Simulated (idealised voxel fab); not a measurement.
The following process module bears the name voxel ribs on slabs.
We display cut, a cross-section 290 nm in width whose square cells are each 5 nm.
Just so we're on the same page, the cross-sections are grids of square cells, and they're listed out in bands top to bottom, each band one or more rows deep.
Look at the band entry: it leads with the top's height and the bottom's height in nm. Then it lists the materials left to right, with a width in nm for each. The word "all across" on a single material says that material fills the band edge to edge. The word "air" is empty space.
Where do heights start? At 0: under that level the wafer as delivered is made of one material only. And the lowest band has no floor; it just carries on downward, as in "z 0 and below".
Per-row width for "30->40": begins at first number (top row of band), ends at second number (bottom row), increment between rows held constant.
"all unchanged", as given for a step, is the statement that not any cell of the cross-section underwent a change during that step.
Basically, "Unvented cavities" tells you about the enclosed voids: empty spaces with no open way to the top, 8 cells or bigger, each written width x height at distance, where distance is from the left edge, all in nm.
Note: text after step settings on the step line = simulator remark on that step.
For masked steps, "overlay nm" on the step line gives how far right of plan the mask actually lay; a minus sign means it lay to the left.

Process steps (planned):
- 1: op RECEIVE | material Si
- 2: op DIRECTIONAL_DEP | material SiO2 | thk nm 20
- 3: op DIRECTIONAL_DEP | material polySi | thk nm 15
- 4: op MASKED_ETCH | tone cover | mask id RIB | width nm 20 | etch materials polySi | depth nm 10 | overlay nm 0
- 5: op MASKED_ETCH | tone cover | mask id SLAB | width nm 60 | etch materials polySi | depth nm 5 | overlay nm 0
- 6: op FILL_DEP | material SiO2 | thk nm 25
- 7: op CMP | height nm 55
- 8: op DIRECTIONAL_DEP | material TiN | thk nm 10
- 9: op DIRECTIONAL_DEP | material aC | thk nm 15
- 10: op PATTERN | tone cover | mask id HEATER | material resist | width nm 30 | thk nm 30 | overlay nm 0
- 11: op DIRECTIONAL_ETCH | etch materials aC | depth nm 15
- 12: op STRIP | etch materials resist
- 13: op DIRECTIONAL_ETCH | etch materials TiN | depth nm 10
- 14: op STRIP | etch materials aC
- 15: op CONFORMAL_DEP | material SiO2 | thk nm 5

Incoming wafer, cross-sectional view, post step 1:
	z 0 and below = Si all across
	Unvented cavities: none

Same starting wafer, same plan as above, one mistake in the execution; this is the cross-section at the end of the module:
	z 70 to 65 = air=125  SiO2=40  air=125
	z 65 to 60 = air=125  SiO2=5  TiN=30  SiO2=5  air=125
	z 60 to 55 = SiO2=130  TiN=30  SiO2=130
	z 55 to 15 = SiO2 all across
	z 15 to 0 = polySi all across
	z 0 and below = Si all across
	Unvented cavities: none
It is concluded that the wafer was processed incorrectly with respect to the plan, in that a sequencing error occurred in which plan steps 2 and 3 were transposed
